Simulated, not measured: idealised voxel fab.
process module | voxel wiring stack
FYI the section here is cut, 230 nm wide, cells are 5 nm squares.
In what follows, cross-sections appear as grids of square cells, described through bands that run from the top down, where every band is one or more rows of cells.
Quick guide to a band line: top height, bottom height (nm) up front; then every material left to right with its width in nm. Only one material and it's marked "all across"? Then it fills the band edge to edge. And "air" just means empty space.
Height 0 is the level under which the wafer as received is all one material. The lowest band goes on downwards, as in "0 and below".
You'd read "30->40" like this: the band's top row of cells is as wide as the first number, its bottom row is as wide as the second, and going down, every row changes width by the same amount as the row before did.
For the purposes of this document, the phrase "remained the same" attached to a step denotes that no cell within the cross-section was modified by that step.
The label "Closed internal cavities" introduces a list of the empty spaces, 8 cells or larger, that have no open way up to the top; each entry in it reads width x height at distance, where the distance is taken from the left edge and all three are stated in nm.
Formally, on a step line, whatever follows the settings is a remark that the simulator itself makes on the step.
The line of a step may include "overlay nm". On a step with a mask, this value is how far to the right of its planned place the mask lay. A negative value means the mask lay to the left.

Below is the list of planned process steps:
1. RECEIVE | material Si
2. CONFORMAL_DEP | material SiO2 | thk nm 15
3. CONFORMAL_DEP | material SiCN | thk nm 5
4. DIRECTIONAL_DEP | material SiO2 | thk nm 25
5. DIRECTIONAL_DEP | material aC | thk nm 10
6. PATTERN | tone open | mask id METAL_1 | material resist | width nm 25 | pitch nm 50 | thk nm 25 | overlay nm 0
7. DIRECTIONAL_ETCH | etch materials aC | depth nm 10
8. STRIP | etch materials resist
9. DIRECTIONAL_ETCH | etch materials SiO2 | depth nm 25
10. DIRECTIONAL_ETCH | etch materials SiCN | depth nm 5
11. STRIP | etch materials aC
12. CONFORMAL_DEP | material TiN | thk nm 5
13. FILL_DEP | material W | thk nm 5
14. CMP | height nm 45
15. CONFORMAL_DEP | material SiCN | thk nm 5
16. DIRECTIONAL_DEP | material lowk | thk nm 15
17. DIRECTIONAL_DEP | material aC | thk nm 15
18. PATTERN | tone open | mask id PLUG_1 | material resist | width nm 15 | pitch nm 100 | thk nm 35 | overlay nm 0
19. DIRECTIONAL_ETCH | etch materials aC | depth nm 15
20. STRIP | etch materials resist
21. DIRECTIONAL_ETCH | etch materials lowk | depth nm 15
22. DIRECTIONAL_ETCH | etch materials SiCN | depth nm 5
23. STRIP | etch materials aC
24. EPI | material Ru | thk nm 10
25. EPI | material Ru | thk nm 10
26. CONFORMAL_DEP | material SiN | thk nm 5
27. DIRECTIONAL_DEP | material SiO2 | thk nm 20
28. MASKED_ETCH | tone open | mask id METAL_2 | width nm 25 | pitch nm 50 | etch materials SiO2 | depth nm 20 | overlay nm 0
29. MASKED_ETCH | tone open | mask id METAL_2 | width nm 25 | pitch nm 50 | etch materials SiN | depth nm 5 | overlay nm 0
30. CONFORMAL_DEP | material TiN | thk nm 5
31. FILL_DEP | material Cu | thk nm 10
32. CMP | height nm 90
33. CONFORMAL_DEP | material SiCN | thk nm 5
34. DIRECTIONAL_DEP | material SiO2 | thk nm 10
35. DIRECTIONAL_DEP | material aC | thk nm 15
36. PATTERN | tone open | mask id PLUG_2 | material resist | width nm 15 | pitch nm 100 | thk nm 30 | overlay nm 0
37. DIRECTIONAL_ETCH | etch materials aC | depth nm 15
38. STRIP | etch materials resist
39. DIRECTIONAL_ETCH | etch materials SiO2 | depth nm 10
40. DIRECTIONAL_ETCH | etch materials SiCN | depth nm 5
41. STRIP | etch materials aC
42. CONFORMAL_DEP | material TiN | thk nm 5
43. FILL_DEP | material Ru | thk nm 5
44. CMP | height nm 105
45. DIRECTIONAL_DEP | material TiN | thk nm 5
46. DIRECTIONAL_DEP | material Ru | thk nm 25
47. DIRECTIONAL_DEP | material aC | thk nm 10
48. PATTERN | tone cover | mask id METAL_3 | material resist | width nm 25 | pitch nm 50 | thk nm 30 | overlay nm 0
49. DIRECTIONAL_ETCH | etch materials aC | depth nm 10
50. STRIP | etch materials resist
51. DIRECTIONAL_ETCH | etch materials Ru | depth nm 25
52. DIRECTIONAL_ETCH | etch materials TiN | depth nm 5
53. STRIP | etch materials aC
54. CONFORMAL_DEP | material SiCN | thk nm 5
55. FILL_DEP | material SiO2 | thk nm 10
56. CMP | height nm 135
57. CONFORMAL_DEP | material SiCN | thk nm 5
58. DIRECTIONAL_DEP | material lowk | thk nm 10
59. PATTERN | tone open | mask id PLUG_3 | material resist | width nm 15 | pitch nm 100 | thk nm 20 | overlay nm 0
60. DIRECTIONAL_ETCH | etch materials lowk | depth nm 10
61. DIRECTIONAL_ETCH | etch materials SiCN | depth nm 5
62. STRIP | etch materials resist
63. CONFORMAL_DEP | material TiN | thk nm 5
64. FILL_DEP | material Ru | thk nm 5
65. CMP | height nm 150
66. DIRECTIONAL_DEP | material TiN | thk nm 5
67. DIRECTIONAL_DEP | material W | thk nm 20
68. PATTERN | tone cover | mask id METAL_4 | material resist | width nm 25 | pitch nm 50 | thk nm 20 | overlay nm 0
69. DIRECTIONAL_ETCH | etch materials W | depth nm 20
70. DIRECTIONAL_ETCH | etch materials TiN | depth nm 5
71. STRIP | etch materials resist
72. FILL_DEP | material SiO2 | thk nm 5
73. CMP | height nm 175
74. CONFORMAL_DEP | material SiN | thk nm 5

Cross-section of the wafer at receipt, which is the condition after step 1:
    0 and below  Si all across
    Closed internal cavities: none

Here's the cross-section of the first of our two wafers at the end of the module - it ran as planned:
    180 down to 175  SiN all across
    175 down to 155  25 SiO2; 25 W; 25 SiO2; 25 W; 25 SiO2; 25 W; 25 SiO2; 25 W; 30 SiO2
    155 down to 150  25 SiO2; 25 TiN; 25 SiO2; 25 TiN; 25 SiO2; 25 TiN; 25 SiO2; 25 TiN; 30 SiO2
    150 down to 140  25 lowk; 5 TiN; 5 Ru; 5 TiN; 85 lowk; 5 TiN; 5 Ru; 5 TiN; 90 lowk
    140 down to 135  25 SiCN; 15 TiN; 85 SiCN; 15 TiN; 90 SiCN
    135 down to 110  20 SiO2; 5 SiCN; 25 Ru; 5 SiCN; 15 SiO2; 5 SiCN; 25 Ru; 5 SiCN; 15 SiO2; 5 SiCN; 25 Ru; 5 SiCN; 15 SiO2; 5 SiCN; 25 Ru; 5 SiCN; 25 SiO2
    110 down to 105  25 SiCN; 25 TiN; 25 SiCN; 25 TiN; 25 SiCN; 25 TiN; 25 SiCN; 25 TiN; 30 SiCN
    105 down to 95  25 SiO2; 5 TiN; 5 Ru; 5 TiN; 85 SiO2; 5 TiN; 5 Ru; 5 TiN; 90 SiO2
    95 down to 90  25 SiCN; 15 TiN; 85 SiCN; 15 TiN; 90 SiCN
    90 down to 70  25 SiO2; 5 TiN; 15 Cu; 5 TiN; 25 SiO2; 5 TiN; 15 Cu; 5 TiN; 25 SiO2; 5 TiN; 15 Cu; 5 TiN; 25 SiO2; 5 TiN; 15 Cu; 5 TiN; 30 SiO2
    70 down to 65  25 SiN; 25 TiN; 25 SiN; 25 TiN; 25 SiN; 25 TiN; 25 SiN; 25 TiN; 30 SiN
    65 down to 50  25 lowk; 15 Ru; 85 lowk; 15 Ru; 90 lowk
    50 down to 45  25 SiCN; 15 Ru; 85 SiCN; 15 Ru; 90 SiCN
    45 down to 20  25 SiO2; 5 TiN; 15 W; 5 TiN; 25 SiO2; 5 TiN; 15 W; 5 TiN; 25 SiO2; 5 TiN; 15 W; 5 TiN; 25 SiO2; 5 TiN; 15 W; 5 TiN; 30 SiO2
    20 down to 15  25 SiCN; 25 TiN; 25 SiCN; 25 TiN; 25 SiCN; 25 TiN; 25 SiCN; 25 TiN; 30 SiCN
    15 down to 0  SiO2 all across
    0 and below  Si all across
    Closed internal cavities: none

Cross-section at end of module for the second wafer of two, which matched the first in starting point and plan and differed by one mistake in its processing:
    180 down to 175  SiN all across
    175 down to 155  25 SiO2; 25 W; 25 SiO2; 25 W; 25 SiO2; 25 W; 25 SiO2; 25 W; 30 SiO2
    155 down to 150  25 SiO2; 25 TiN; 25 SiO2; 25 TiN; 25 SiO2; 25 TiN; 25 SiO2; 25 TiN; 30 SiO2
    150 down to 140  25 lowk; 5 TiN; 5 Ru; 5 TiN; 85 lowk; 5 TiN; 5 Ru; 5 TiN; 90 lowk
    140 down to 135  25 SiCN; 15 TiN; 85 SiCN; 15 TiN; 90 SiCN
    135 down to 110  20 SiO2; 5 SiCN; 25 Ru; 5 SiCN; 15 SiO2; 5 SiCN; 25 Ru; 5 SiCN; 15 SiO2; 5 SiCN; 25 Ru; 5 SiCN; 15 SiO2; 5 SiCN; 25 Ru; 5 SiCN; 25 SiO2
    110 down to 105  25 SiCN; 25 TiN; 25 SiCN; 25 TiN; 25 SiCN; 25 TiN; 25 SiCN; 25 TiN; 30 SiCN
    105 down to 95  Cu all across
    95 down to 90  30 TiN; 15 Cu; 35 TiN; 15 Cu; 35 TiN; 15 Cu; 35 TiN; 15 Cu; 35 TiN
    90 down to 70  25 SiO2; 5 TiN; 15 Cu; 5 TiN; 25 SiO2; 5 TiN; 15 Cu; 5 TiN; 25 SiO2; 5 TiN; 15 Cu; 5 TiN; 25 SiO2; 5 TiN; 15 Cu; 5 TiN; 30 SiO2
    70 down to 65  25 SiN; 25 TiN; 25 SiN; 25 TiN; 25 SiN; 25 TiN; 25 SiN; 25 TiN; 30 SiN
    65 down to 50  25 lowk; 15 Ru; 85 lowk; 15 Ru; 90 lowk
    50 down to 45  25 SiCN; 15 Ru; 85 SiCN; 15 Ru; 90 SiCN
    45 down to 20  25 SiO2; 5 TiN; 15 W; 5 TiN; 25 SiO2; 5 TiN; 15 W; 5 TiN; 25 SiO2; 5 TiN; 15 W; 5 TiN; 25 SiO2; 5 TiN; 15 W; 5 TiN; 30 SiO2
    20 down to 15  25 SiCN; 25 TiN; 25 SiCN; 25 TiN; 25 SiCN; 25 TiN; 25 SiCN; 25 TiN; 30 SiCN
    15 down to 0  SiO2 all across
    0 and below  Si all across
    Closed internal cavities: none
Where did the run depart from the plan? it should be noted that step 32 of the plan was omitted and was not performed
Count the cells at the end and the second wafer has more or fewer of some materials than the first: Cu: 104 more | Ru: 4 fewer | SiCN: 40 fewer | SiO2: 80 fewer | TiN: 20 more
